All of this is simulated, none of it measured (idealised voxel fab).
Title: Process Module voxel gate over fins
For reference, the cross-section in this document is cut, with width 295 nm and square cells of 5 nm.
Throughout this document, each cross-section is represented as a grid of square cells and is presented as a sequence of bands enumerated from the top downward, where a band comprises one or more rows of cells. Band: top and bottom heights (nm) first, top before bottom; then materials from left to right, widths in nm. "throughout" marks a sole material filling the band edge to edge. "air" denotes empty space. It should be noted that heights are counted from 0, beneath which the wafer as supplied is of one material throughout, and that the lowest band possesses no lower boundary but continues downward, as written in "0 -> down". You'd read "30->40" like this: the band's top row of cells is as wide as the first number, its bottom row is as wide as the second, and going down, every row changes width by the same amount as the row before did. Any step labelled "no alteration" changed none of the cells in the cross-section. For the entry "Closed void catalog", the listed items are empty spaces with no open way to the top whose size is 8 cells or more; each item follows the pattern width x height at distance, where distance is from the left edge and all three are in nm. Heads up: the bit after the settings on a step's line is the simulator's remark on that step. overlay nm: step with mask; distance mask lay right of planned place; negative value = left of planned place.
-- Planned step list for the process
1 RECEIVE with material Si
2 CONFORMAL_DEP with material SiN, thk nm 10
3 MASKED_ETCH with tone cover, mask id FINS, width nm 15, pitch nm 55, etch materials SiN, depth nm 10, overlay nm 0
4 MASKED_ETCH with tone cover, mask id FINS, width nm 15, pitch nm 55, etch materials Si, depth nm 30, overlay nm 0
5 OXIDIZE with depth nm 5
6 FILL_DEP with material SiO2, thk nm 5
7 CMP with height nm 10
8 MASKED_ETCH with tone open, mask id RAIL, width nm 15, etch materials SiO2, depth nm 35, overlay nm 0
9 CONFORMAL_DEP with material TiN, thk nm 5
10 FILL_DEP with material W, thk nm 10
11 CMP with height nm 10
12 SELECTIVE_ETCH with etch materials W Ru TiN, depth nm 30
13 FILL_DEP with material SiO2, thk nm 5
14 CMP with height nm 10
15 SELECTIVE_ETCH with etch materials SiO2, depth nm 25
16 STRIP with etch materials SiN
17 CONFORMAL_DEP with material HfO2, thk nm 5
18 CONFORMAL_DEP with material TiN, thk nm 5
19 FILL_DEP with material W, thk nm 10
20 CMP with height nm 15
21 CONFORMAL_DEP with material SiN, thk nm 5
-- Wafer, first of two, run as planned
-- Here's what the wafer looked like in cross-section when it arrived - that's after step 1
> 0 -> down  Si throughout
> Closed void catalog: none
-- Step 2 complete: cross-section through the wafer
> 10 -> 0  SiN throughout
> Below 0, no change.
-- Step 3 complete: cross-section through the wafer
> 10 -> 0  air 110 / SiN 15 / air 40 / SiN 15 / air 115
> Below 0, no change.
-- Step 4 complete: cross-section through the wafer
> 10 -> 0  air 110 / SiN 15 / air 40 / SiN 15 / air 115
> 0 -> -30  air 110 / Si 15 / air 40 / Si 15 / air 115
> Below -30, no change.
-- Step 5 complete: cross-section through the wafer
> 10 -> 0  air 110 / SiN 15 / air 40 / SiN 15 / air 115
> 0 -> -30  air 110 / SiO2 5 / Si 5 / SiO2 5 / air 40 / SiO2 5 / Si 5 / SiO2 5 / air 115
> -30 -> -35  SiO2 115 / Si 5 / SiO2 50 / Si 5 / SiO2 120
> Below -35, no change.
-- Step 6 complete: cross-section through the wafer
> 15 -> 10  SiO2 throughout
> 10 -> 0  SiO2 110 / SiN 15 / SiO2 40 / SiN 15 / SiO2 115
> 0 -> -35  SiO2 115 / Si 5 / SiO2 50 / Si 5 / SiO2 120
> Below -35, no change.
-- Step 7 complete: cross-section through the wafer
> 10 -> 0  SiO2 110 / SiN 15 / SiO2 40 / SiN 15 / SiO2 115
> Below 0, no change.
-- Step 8 complete: cross-section through the wafer
> 10 -> 0  SiO2 110 / SiN 15 / SiO2 10 / air 15 / SiO2 15 / SiN 15 / SiO2 115
> 0 -> -25  SiO2 115 / Si 5 / SiO2 15 / air 15 / SiO2 20 / Si 5 / SiO2 120
> Below -25, no change.
-- Step 9 complete: cross-section through the wafer
> 15 -> 10  TiN 140 / air 5 / TiN 150
> 10 -> 0  SiO2 110 / SiN 15 / SiO2 10 / TiN 5 / air 5 / TiN 5 / SiO2 15 / SiN 15 / SiO2 115
> 0 -> -20  SiO2 115 / Si 5 / SiO2 15 / TiN 5 / air 5 / TiN 5 / SiO2 20 / Si 5 / SiO2 120
> -20 -> -25  SiO2 115 / Si 5 / SiO2 15 / TiN 15 / SiO2 20 / Si 5 / SiO2 120
> Below -25, no change.
-- Step 10 complete: cross-section through the wafer
> 25 -> 15  W throughout
> 15 -> 10  TiN 140 / W 5 / TiN 150
> 10 -> 0  SiO2 110 / SiN 15 / SiO2 10 / TiN 5 / W 5 / TiN 5 / SiO2 15 / SiN 15 / SiO2 115
> 0 -> -20  SiO2 115 / Si 5 / SiO2 15 / TiN 5 / W 5 / TiN 5 / SiO2 20 / Si 5 / SiO2 120
> Below -20, no change.
-- Step 11 complete: cross-section through the wafer
> 10 -> 0  SiO2 110 / SiN 15 / SiO2 10 / TiN 5 / W 5 / TiN 5 / SiO2 15 / SiN 15 / SiO2 115
> Below 0, no change.
-- Step 12 complete: cross-section through the wafer
> 10 -> 0  SiO2 110 / SiN 15 / SiO2 10 / air 15 / SiO2 15 / SiN 15 / SiO2 115
> 0 -> -20  SiO2 115 / Si 5 / SiO2 15 / air 15 / SiO2 20 / Si 5 / SiO2 120
> Below -20, no change.
-- Step 13 complete: cross-section through the wafer
> 15 -> 10  SiO2 throughout
> 10 -> 0  SiO2 110 / SiN 15 / SiO2 40 / SiN 15 / SiO2 115
> 0 -> -20  SiO2 115 / Si 5 / SiO2 50 / Si 5 / SiO2 120
> Below -20, no change.
-- Step 14 complete: cross-section through the wafer
> 10 -> 0  SiO2 110 / SiN 15 / SiO2 40 / SiN 15 / SiO2 115
> Below 0, no change.
-- Step 15 complete: cross-section through the wafer
> 10 -> 0  air 110 / SiN 15 / air 40 / SiN 15 / air 115
> 0 -> -15  air 115 / Si 5 / air 50 / Si 5 / air 120
> Below -15, no change.
-- Step 16 complete: cross-section through the wafer
> 0 -> -15  air 115 / Si 5 / air 50 / Si 5 / air 120
> Below -15, no change.
-- Step 17 complete: cross-section through the wafer
> 5 -> 0  air 110 / HfO2 15 / air 40 / HfO2 15 / air 115
> 0 -> -10  air 110 / HfO2 5 / Si 5 / HfO2 5 / air 40 / HfO2 5 / Si 5 / HfO2 5 / air 115
> -10 -> -15  HfO2 115 / Si 5 / HfO2 50 / Si 5 / HfO2 120
> Below -15, no change.
-- Step 18 complete: cross-section through the wafer
> 10 -> 5  air 105 / TiN 25 / air 30 / TiN 25 / air 110
> 5 -> 0  air 105 / TiN 5 / HfO2 15 / TiN 5 / air 30 / TiN 5 / HfO2 15 / TiN 5 / air 110
> 0 -> -5  air 105 / TiN 5 / HfO2 5 / Si 5 / HfO2 5 / TiN 5 / air 30 / TiN 5 / HfO2 5 / Si 5 / HfO2 5 / TiN 5 / air 110
> -5 -> -10  TiN 110 / HfO2 5 / Si 5 / HfO2 5 / TiN 40 / HfO2 5 / Si 5 / HfO2 5 / TiN 115
> Below -10, no change.
-- Step 19 complete: cross-section through the wafer
> 20 -> 10  W throughout
> 10 -> 5  W 105 / TiN 25 / W 30 / TiN 25 / W 110
> 5 -> 0  W 105 / TiN 5 / HfO2 15 / TiN 5 / W 30 / TiN 5 / HfO2 15 / TiN 5 / W 110
> 0 -> -5  W 105 / TiN 5 / HfO2 5 / Si 5 / HfO2 5 / TiN 5 / W 30 / TiN 5 / HfO2 5 / Si 5 / HfO2 5 / TiN 5 / W 110
> Below -5, no change.
-- Step 20 complete: cross-section through the wafer
> 15 -> 10  W throughout
> Below 10, no change.
-- Step 21 complete: cross-section through the wafer
> 20 -> 15  SiN throughout
> Below 15, no change.
-- Wafer two of two - same starting point, same process plan, one mistake in execution; matches wafer one up to and including step 11
-- Second wafer cross-section, taken as of the time the plan sets for step 12 to be done
> 10 -> 0  SiO2 110 / SiN 15 / SiO2 10 / TiN 5 / air 5 / TiN 5 / SiO2 15 / SiN 15 / SiO2 115
> 0 -> -20  SiO2 115 / Si 5 / SiO2 15 / TiN 5 / air 5 / TiN 5 / SiO2 20 / Si 5 / SiO2 120
> Below -20, no change.
-- Second wafer cross-section, taken as of the time the plan sets for step 13 to be done
> 15 -> 10  SiO2 throughout
> 10 -> 0  SiO2 110 / SiN 15 / SiO2 10 / TiN 5 / SiO2 5 / TiN 5 / SiO2 15 / SiN 15 / SiO2 115
> 0 -> -20  SiO2 115 / Si 5 / SiO2 15 / TiN 5 / SiO2 5 / TiN 5 / SiO2 20 / Si 5 / SiO2 120
> Below -20, no change.
-- Second wafer cross-section, taken as of the time the plan sets for step 14 to be done
> 10 -> 0  SiO2 110 / SiN 15 / SiO2 10 / TiN 5 / SiO2 5 / TiN 5 / SiO2 15 / SiN 15 / SiO2 115
> Below 0, no change.
-- Second wafer cross-section, taken as of the time the plan sets for step 15 to be done
> 10 -> 0  air 110 / SiN 15 / air 10 / TiN 5 / air 5 / TiN 5 / air 15 / SiN 15 / air 115
> 0 -> -15  air 115 / Si 5 / air 15 / TiN 5 / air 5 / TiN 5 / air 20 / Si 5 / air 120
> Below -15, no change.
-- Second wafer cross-section, taken as of the time the plan sets for step 16 to be done
> 10 -> 0  air 135 / TiN 5 / air 5 / TiN 5 / air 145
> Below 0, no change.
-- Second wafer cross-section, taken as of the time the plan sets for step 17 to be done
> 15 -> 10  air 130 / HfO2 25 / air 140
> 10 -> 5  air 130 / HfO2 5 / TiN 5 / HfO2 5 / TiN 5 / HfO2 5 / air 140
> 5 -> 0  air 110 / HfO2 15 / air 5 / HfO2 5 / TiN 5 / HfO2 5 / TiN 5 / HfO2 5 / air 10 / HfO2 15 / air 115
> 0 -> -10  air 110 / HfO2 5 / Si 5 / HfO2 5 / air 5 / HfO2 5 / TiN 5 / HfO2 5 / TiN 5 / HfO2 5 / air 10 / HfO2 5 / Si 5 / HfO2 5 / air 115
> -10 -> -15  HfO2 115 / Si 5 / HfO2 15 / TiN 5 / HfO2 5 / TiN 5 / HfO2 20 / Si 5 / HfO2 120
> Below -15, no change.
-- Second wafer cross-section, taken as of the time the plan sets for step 18 to be done
> 20 -> 15  air 125 / TiN 35 / air 135
> 15 -> 10  air 125 / TiN 5 / HfO2 25 / TiN 5 / air 135
> 10 -> 5  air 105 / TiN 25 / HfO2 5 / TiN 5 / HfO2 5 / TiN 5 / HfO2 5 / TiN 30 / air 110
> 5 -> 0  air 105 / TiN 5 / HfO2 15 / TiN 5 / HfO2 5 / TiN 5 / HfO2 5 / TiN 5 / HfO2 5 / TiN 10 / HfO2 15 / TiN 5 / air 110
> 0 -> -5  air 105 / TiN 5 / HfO2 5 / Si 5 / HfO2 5 / TiN 5 / HfO2 5 / TiN 5 / HfO2 5 / TiN 5 / HfO2 5 / TiN 10 / HfO2 5 / Si 5 / HfO2 5 / TiN 5 / air 110
> -5 -> -10  TiN 110 / HfO2 5 / Si 5 / HfO2 5 / TiN 5 / HfO2 5 / TiN 5 / HfO2 5 / TiN 5 / HfO2 5 / TiN 10 / HfO2 5 / Si 5 / HfO2 5 / TiN 115
> Below -10, no change.
-- Second wafer cross-section, taken as of the time the plan sets for step 19 to be done
> 30 -> 20  W throughout
> 20 -> 15  W 125 / TiN 35 / W 135
> 15 -> 10  W 125 / TiN 5 / HfO2 25 / TiN 5 / W 135
> 10 -> 5  W 105 / TiN 25 / HfO2 5 / TiN 5 / HfO2 5 / TiN 5 / HfO2 5 / TiN 30 / W 110
> 5 -> 0  W 105 / TiN 5 / HfO2 15 / TiN 5 / HfO2 5 / TiN 5 / HfO2 5 / TiN 5 / HfO2 5 / TiN 10 / HfO2 15 / TiN 5 / W 110
> 0 -> -5  W 105 / TiN 5 / HfO2 5 / Si 5 / HfO2 5 / TiN 5 / HfO2 5 / TiN 5 / HfO2 5 / TiN 5 / HfO2 5 / TiN 10 / HfO2 5 / Si 5 / HfO2 5 / TiN 5 / W 110
> Below -5, no change.
-- Second wafer cross-section, taken as of the time the plan sets for step 20 to be done
> 15 -> 10  W 125 / TiN 5 / HfO2 25 / TiN 5 / W 135
> Below 10, no change.
-- Second wafer cross-section, taken as of the time the plan sets for step 21 to be done
> 20 -> 15  SiN throughout
> Below 15, no change.
what went wrong: step 12 deviated from plan and actually ran as SELECTIVE_ETCH with etch materials W, depth nm 30
Heads up, by the end the second wafer has more or fewer cells of some materials compared to the first: HfO2: 15 more; SiO2: 2 fewer; TiN: 12 more; W: 25 fewer
